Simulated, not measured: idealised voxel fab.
process module | voxel released beams
cross-section cut | 240 nm wide | cells 5 nm
A cross-section is a grid of square cells, given in bands from the top down. A band is one or more rows of cells.
Each band's line starts with the height of the band's top and of its bottom, in nm. Then come its materials from left to right, each with its width in nm. One material with "throughout" fills the band from edge to edge. "air" is empty space.
Height 0 is the level under which the wafer as received is all one material. The lowest band goes on downwards, as in "0 down".
A width such as "30 to 40" changes by the same amount from each row of cells to the next, from the band's top row to its bottom row.
"no change" after a step means that no cell of the cross-section changed.
closed voids: empty space of 8 cells or more with no open way to the top, each as width x height at its distance from the left edge, in nm
after a step's settings: what the simulator itself notes on the step
overlay nm, on a step with a mask: how far to the right of its planned place the mask lay; to the left if negative
plan
1 op RECEIVE | material Si
2 op CONFORMAL_DEP | material Al2O3 | thk nm 5
3 op DIRECTIONAL_DEP | material SiO2 | thk nm 20
4 op DIRECTIONAL_DEP | material aC | thk nm 15
5 op PATTERN | tone open | mask id ANCHOR | material resist | width nm 45 | thk nm 35 | overlay nm 0
6 op DIRECTIONAL_ETCH | etch materials aC | depth nm 15
7 op STRIP | etch materials resist
8 op DIRECTIONAL_ETCH | etch materials SiO2 | depth nm 20
9 op STRIP | etch materials aC
10 op CONFORMAL_DEP | material polySi | thk nm 15
11 op MASKED_ETCH | tone cover | mask id BEAM | width nm 100 | etch materials polySi | depth nm 15 | overlay nm 0
12 op STRIP | etch materials SiO2
as received, after step 1
  0 down: Si throughout
  closed voids: none
first wafer at the end, as planned
  40 to 25: air 65 | polySi 20 | air 15 | polySi 65 | air 75
  25 to 20: air 70 | polySi 15 | air 15 | polySi 15 | air 125
  20 to 5: air 70 | polySi 45 | air 125
  5 to 0: Al2O3 throughout
  0 down: Si throughout
  closed voids: none
second wafer at the end: like start, like plan, one mistake
  40 to 25: air 55 | polySi 30 | air 15 | polySi 55 | air 85
  25 to 20: air 70 | polySi 15 | air 15 | polySi 15 | air 125
  20 to 5: air 70 | polySi 45 | air 125
  5 to 0: Al2O3 throughout
  0 down: Si throughout
  closed voids: none
what went wrong: step 11 ran as: op MASKED_ETCH | tone cover | mask id BEAM | width nm 100 | etch materials polySi | depth nm 15 | overlay nm -10
at the end the second wafer has, in cells: as many of each material as the first, in other places
